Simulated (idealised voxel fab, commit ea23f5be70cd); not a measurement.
Title: Process Module voxel local oxidation
Square cells of 5 nm make up the cross-section cut, whose width is 265 nm.
A cross-section in this document is a grid of square cells, and it is written down as bands, the top band listed before the ones below it; a band is made up of one or more rows of cells. In this notation a band is specified by the heights of its top and bottom, in that order and in nm, after which its materials appear from left to right, each paired with its width in nm. The word "full width" attached to a single material means that material fills the band from edge to edge; the word "empty" stands for empty space. All heights in this document are referenced to 0, defined as the level beneath which the wafer, as received, consists entirely of one material. The lowest band is not bounded below; it extends indefinitely downward and is written in the form "z 0 and below". A two-number width, for instance "30..40", indicates that the width is equal to the first number in the top row of the band and to the second number in the bottom row, and that it changes by a constant amount per row of cells. "changes: none" for a step: no cell of the cross-section changed in that step. Empty spaces counting at least 8 cells and having no open way to the top are listed in "Cavities, sealed". The notation width x height at distance is used for each, the distance being from the left edge and all three values in nm. On a step's line, text after the settings is the simulator commenting on that step. "overlay nm" on a masked step: distance the mask lay right of its planned place, negative for left.

# plan
| 1 | RECEIVE,material Si |
| 2 | CONFORMAL_DEP,material SiO2,thk nm 5 |
| 3 | CONFORMAL_DEP,material SiN,thk nm 15 |
| 4 | DIRECTIONAL_DEP,material aC,thk nm 15 |
| 5 | PATTERN,tone cover,mask id ACTIVE,material resist,width nm 115,thk nm 35,overlay nm 0 |
| 6 | DIRECTIONAL_ETCH,etch materials aC,depth nm 15 |
| 7 | STRIP,etch materials resist |
| 8 | DIRECTIONAL_ETCH,etch materials SiN,depth nm 15 |
| 9 | STRIP,etch materials aC |
| 10 | SELECTIVE_ETCH,etch materials SiO2,depth nm 5 |
| 11 | OXIDIZE,depth nm 10 |
| 12 | STRIP,etch materials SiN |

# Cross-section: wafer on arrival = after step 1
  z 0 and below  Si full width
  Cavities, sealed: none

# The cross-section shown corresponds to the wafer at the conclusion of the module. The initial structure and the process plan are those presented above; however, one mistake occurred in executing the plan
  z 15 to 0  SiO2 full width
  z 0 and below  Si full width
  Cavities, sealed: none
Short version of what went wrong: step 3 did not use the planned setting and instead ran as CONFORMAL_DEP,material SiO2,thk nm 15
